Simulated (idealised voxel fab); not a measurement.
The name of this process module is voxel trench capacitor.
Section shown: cut. Width: 140 nm. Cell size: 5 nm, square.
A cross-section is written here as square cells arranged in a grid, and it is given in bands from the top down, each band taking up one or more rows of cells. The band entry comprises the height of the band's top followed by the height of its bottom, expressed in nm, and subsequently the band's materials from left to right, each stated together with its width in nm. Where a single material is marked with the word "edge to edge", that material fills the band from edge to edge. The word "air" represents empty space. Where do heights start? At 0: under that level the wafer as delivered is made of one material only. And the lowest band has no floor; it just carries on downward, as in "0 nm and below". A width such as "30->40" changes by the same amount from each row of cells to the next, from the band's top row to its bottom row. Basically "all unchanged" means that step didn't change any cell in the cross-section. Reported under the label "Enclosed empty spaces" are the empty spaces having no open way to the top and comprising 8 cells or more; the notation for each is width x height at distance, in which the distance is measured from the left edge and all three values are in nm. Formally, on a step line, whatever follows the settings is a remark that the simulator itself makes on the step. On any step carrying a mask, the "overlay nm" setting, if present on the step's line, tells how far right of its planned place the mask lay; negative values point to the left.
# Planned process steps
step 1: RECEIVE, material Si
step 2: CONFORMAL_DEP, material SiN, thk nm 10
step 3: MASKED_ETCH, tone open, mask id TRENCH, width nm 20, pitch nm 35, etch materials SiN, depth nm 10, overlay nm 0
step 4: MASKED_ETCH, tone open, mask id TRENCH, width nm 20, pitch nm 35, etch materials Si, depth nm 35, overlay nm 0
step 5: CONFORMAL_DEP, material Al2O3, thk nm 5
step 6: FILL_DEP, material polySi, thk nm 5
step 7: CMP, height nm 10
# Wafer cross-section on receipt, i.e. after step 1
0 nm and below: Si edge to edge
Enclosed empty spaces: none
# Final wafer profile in cross-section after the module, from the same start and plan as above, with one mistake made during processing
10 nm to 0 nm: SiN=45 | Al2O3=5 | polySi=5 | Al2O3=5 | SiN=20 | Al2O3=5 | polySi=5 | Al2O3=5 | SiN=45
0 nm to -30 nm: Si=45 | Al2O3=5 | polySi=5 | Al2O3=5 | Si=20 | Al2O3=5 | polySi=5 | Al2O3=5 | Si=45
-30 nm to -35 nm: Si=45 | Al2O3=15 | Si=20 | Al2O3=15 | Si=45
-35 nm and below: Si edge to edge
Enclosed empty spaces: none
Run error: in deviation from the planned setting, step 3 was conducted as MASKED_ETCH, tone open, mask id TRENCH, width nm 15, pitch nm 35, etch materials SiN, depth nm 10, overlay nm 0
